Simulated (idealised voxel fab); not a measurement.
This section sets out a process module, namely voxel tone inversion.
The cross-section on display is named cut; it measures 215 nm wide, and its cells are 5 nm squares.
Cross-section, as written here: a square-cell grid given band by band from the top down, where a band holds one or more rows of cells.
First you get the band's top height and its bottom height, in nm, and then the materials it's made of, left to right, with each width in nm. If you see a single material with "edge to edge", that one covers the band edge to edge. "air" is empty space.
Zero point of the height axis is 0; under it, received wafer = one material. Lowest band: continues down indefinitely, "0 -> down".
You'd read "30->40" like this: the band's top row of cells is as wide as the first number, its bottom row is as wide as the second, and going down, every row changes width by the same amount as the row before did.
The cross-section has no changed cell in any step marked "identical to before".
Closed-off voids of 8+ cells (no open route to the top) go in "Sealed voids", written width x height at distance from the left edge, in nm.
Formally, on a step line, whatever follows the settings is a remark that the simulator itself makes on the step.
The "overlay nm" setting may appear on a step's line; for a step that uses a mask, it gives how far to the right of its planned position the mask lay, and a negative value indicates the left.
Process steps (planned)
1. RECEIVE [material Si]
2. CONFORMAL_DEP [material SiCN] [thk nm 5]
3. DIRECTIONAL_DEP [material polySi] [thk nm 25]
4. PATTERN [tone cover] [mask id POSTS] [material resist] [width nm 20] [pitch nm 45] [thk nm 35] [overlay nm -15]
5. DIRECTIONAL_ETCH [etch materials polySi] [depth nm 25]
6. STRIP [etch materials resist]
7. FILL_DEP [material SiO2] [thk nm 10]
8. CMP [height nm 30]
9. STRIP [etch materials polySi]
The plan's step 4 overlay nm is the first wafer's value; the wafers differ in this setting and start identical.
Cross-sectional view of the first of several wafers in the as-received condition, corresponding to the state following step 1
  0 -> down: Si edge to edge
  Sealed voids: none
Every row in this table is a wafer at the end of the module, and it gives, for each of the materials, the cells that wafer has gained (+) or lost (-) since it was received, then its closed voids
overlay nm -15 | +43 SiCN | +175 SiO2 | Sealed voids: none
overlay nm -10 | +43 SiCN | +175 SiO2 | Sealed voids: none
overlay nm -5 | +43 SiCN | +175 SiO2 | Sealed voids: none
overlay nm 0 | +43 SiCN | +175 SiO2 | Sealed voids: none
overlay nm 5 | +43 SiCN | +175 SiO2 | Sealed voids: none
overlay nm 10 | +43 SiCN | +175 SiO2 | Sealed voids: none
overlay nm 15 | +43 SiCN | +175 SiO2 | Sealed voids: none
